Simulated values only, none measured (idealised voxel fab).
The following is a process module called voxel gate over fins.
Xsec cut, 275 nm wide, square cell size 5 nm.
We lay out every cross-section as a grid of square cells and spell it out in bands from the top down, where one band means one or more rows of cells.
Top height, bottom height, nm. Materials left to right, width each, nm. Single material + "all across" = fills band edge to edge. "air" = empty.
Heights are reckoned from 0. Under this level, the received wafer is all of one material. The bottommost band is open-ended downward, for example "0 down".
Width: "30->40" (first number = top row, second number = bottom row, same change from row to row of cells).
"everything unchanged" after a step means that no cell of the cross-section changed.
The entry titled "Unvented cavities" provides the empty spaces that have no open way to the top, restricted to those of 8 cells or more. Each is presented as width x height at distance, the distance being measured from the left edge, with all three in nm.
The remark found on a step's line after its settings is issued by the simulator itself and pertains to that step.
overlay nm: how far to the right of its planned place the mask lay on this masked step (negative: to the left).
[So here's the lineup of process steps we planned]
1: op RECEIVE | material Si
2: op CONFORMAL_DEP | material SiN | thk nm 10
3: op PATTERN | tone cover | mask id FINS | material resist | width nm 15 | pitch nm 60 | thk nm 15 | overlay nm 0
4: op DIRECTIONAL_ETCH | etch materials SiN | depth nm 10
5: op DIRECTIONAL_ETCH | etch materials Si | depth nm 30
6: op STRIP | etch materials resist
7: op OXIDIZE | depth nm 5
8: op FILL_DEP | material SiO2 | thk nm 5
9: op CMP | height nm 10
10: op MASKED_ETCH | tone open | mask id RAIL | width nm 15 | etch materials SiO2 | depth nm 35 | overlay nm 0
11: op CONFORMAL_DEP | material TiN | thk nm 5
12: op FILL_DEP | material W | thk nm 5
13: op CMP | height nm 10
14: op SELECTIVE_ETCH | etch materials W Ru TiN | depth nm 30
15: op FILL_DEP | material SiO2 | thk nm 5
16: op CMP | height nm 10
17: op SELECTIVE_ETCH | etch materials SiO2 | depth nm 25
18: op STRIP | etch materials SiN
19: op CONFORMAL_DEP | material HfO2 | thk nm 5
20: op CONFORMAL_DEP | material TiN | thk nm 5
21: op CONFORMAL_DEP | material TiAl | thk nm 5
22: op CONFORMAL_DEP | material TiN | thk nm 5
23: op FILL_DEP | material W | thk nm 15
24: op CMP | height nm 30
25: op CONFORMAL_DEP | material SiCN | thk nm 5
The wafers in this document start out alike and differ in the width nm applied at step 10; the plan shows the value used for the first wafer.
[First of several wafers, received after step 1, in cross-section]
  0 down: Si all across
  Unvented cavities: none
[The figure below presents a cross-section of the first of several wafers at the conclusion of the module, following its last step, step 25]
  35 to 30: SiCN all across
  30 to 20: W all across
  20 to 15: W (55); TiN (45); W (15); TiN (45); W (15); TiN (45); W (55)
  15 to 10: W (55); TiN (5); TiAl (35); TiN (5); W (15); TiN (5); TiAl (35); TiN (5); W (15); TiN (5); TiAl (35); TiN (5); W (55)
  10 to 5: W (55); TiN (5); TiAl (5); TiN (25); TiAl (5); TiN (5); W (15); TiN (5); TiAl (5); TiN (25); TiAl (5); TiN (5); W (15); TiN (5); TiAl (5); TiN (25); TiAl (5); TiN (5); W (55)
  5 to 0: TiN (60); TiAl (5); TiN (5); HfO2 (15); TiN (5); TiAl (5); TiN (25); TiAl (5); TiN (5); HfO2 (15); TiN (5); TiAl (5); TiN (25); TiAl (5); TiN (5); HfO2 (15); TiN (5); TiAl (5); TiN (60)
  0 to -5: TiAl (65); TiN (5); HfO2 (5); Si (5); HfO2 (5); TiN (5); TiAl (35); TiN (5); HfO2 (5); Si (5); HfO2 (5); TiN (5); TiAl (35); TiN (5); HfO2 (5); Si (5); HfO2 (5); TiN (5); TiAl (65)
  -5 to -10: TiN (70); HfO2 (5); Si (5); HfO2 (5); TiN (45); HfO2 (5); Si (5); HfO2 (5); TiN (45); HfO2 (5); Si (5); HfO2 (5); TiN (70)
  -10 to -15: HfO2 (75); Si (5); HfO2 (55); Si (5); HfO2 (55); Si (5); HfO2 (75)
  -15 to -20: SiO2 (75); Si (5); SiO2 (55); Si (5); SiO2 (55); Si (5); SiO2 (75)
  -20 to -25: SiO2 (75); Si (5); SiO2 (20); TiN (15); SiO2 (20); Si (5); SiO2 (55); Si (5); SiO2 (75)
  -25 to -35: SiO2 (75); Si (5); SiO2 (55); Si (5); SiO2 (55); Si (5); SiO2 (75)
  -35 down: Si all across
  Unvented cavities: none
[End of module, last wafer sectioned]
  35 to 30: SiCN all across
  30 to 20: W all across
  20 to 15: W (55); TiN (45); W (15); TiN (45); W (15); TiN (45); W (55)
  15 to 10: W (55); TiN (5); TiAl (35); TiN (5); W (15); TiN (5); TiAl (35); TiN (5); W (15); TiN (5); TiAl (35); TiN (5); W (55)
  10 to 5: W (55); TiN (5); TiAl (5); TiN (25); TiAl (5); TiN (5); W (15); TiN (5); TiAl (5); TiN (25); TiAl (5); TiN (5); W (15); TiN (5); TiAl (5); TiN (25); TiAl (5); TiN (5); W (55)
  5 to 0: TiN (60); TiAl (5); TiN (5); HfO2 (15); TiN (5); TiAl (5); TiN (25); TiAl (5); TiN (5); HfO2 (15); TiN (5); TiAl (5); TiN (25); TiAl (5); TiN (5); HfO2 (15); TiN (5); TiAl (5); TiN (60)
  0 to -5: TiAl (65); TiN (5); HfO2 (5); Si (5); HfO2 (5); TiN (5); TiAl (35); TiN (5); HfO2 (5); Si (5); HfO2 (5); TiN (5); TiAl (35); TiN (5); HfO2 (5); Si (5); HfO2 (5); TiN (5); TiAl (65)
  -5 to -10: TiN (70); HfO2 (5); Si (5); HfO2 (5); TiN (45); HfO2 (5); Si (5); HfO2 (5); TiN (45); HfO2 (5); Si (5); HfO2 (5); TiN (70)
  -10 to -15: HfO2 (75); Si (5); HfO2 (55); Si (5); HfO2 (55); Si (5); HfO2 (75)
  -15 to -20: SiO2 (75); Si (5); SiO2 (55); Si (5); SiO2 (55); Si (5); SiO2 (75)
  -20 to -25: SiO2 (75); Si (5); SiO2 (15); TiN (30); SiO2 (10); Si (5); SiO2 (55); Si (5); SiO2 (75)
  -25 to -35: SiO2 (75); Si (5); SiO2 (55); Si (5); SiO2 (55); Si (5); SiO2 (75)
  -35 down: Si all across
  Unvented cavities: none
[each wafer at the end: cells of each material gained (+) or lost (-) since it was received, then its closed voids]
width nm 15 | +73 HfO2 | -364 Si | +55 SiCN | +205 SiO2 | +73 TiAl | +149 TiN | +194 W | Unvented cavities: none
width nm 20 | +73 HfO2 | -364 Si | +55 SiCN | +204 SiO2 | +73 TiAl | +150 TiN | +194 W | Unvented cavities: none
width nm 25 | +73 HfO2 | -364 Si | +55 SiCN | +203 SiO2 | +73 TiAl | +151 TiN | +194 W | Unvented cavities: none
width nm 30 | +73 HfO2 | -364 Si | +55 SiCN | +202 SiO2 | +73 TiAl | +152 TiN | +194 W | Unvented cavities: none
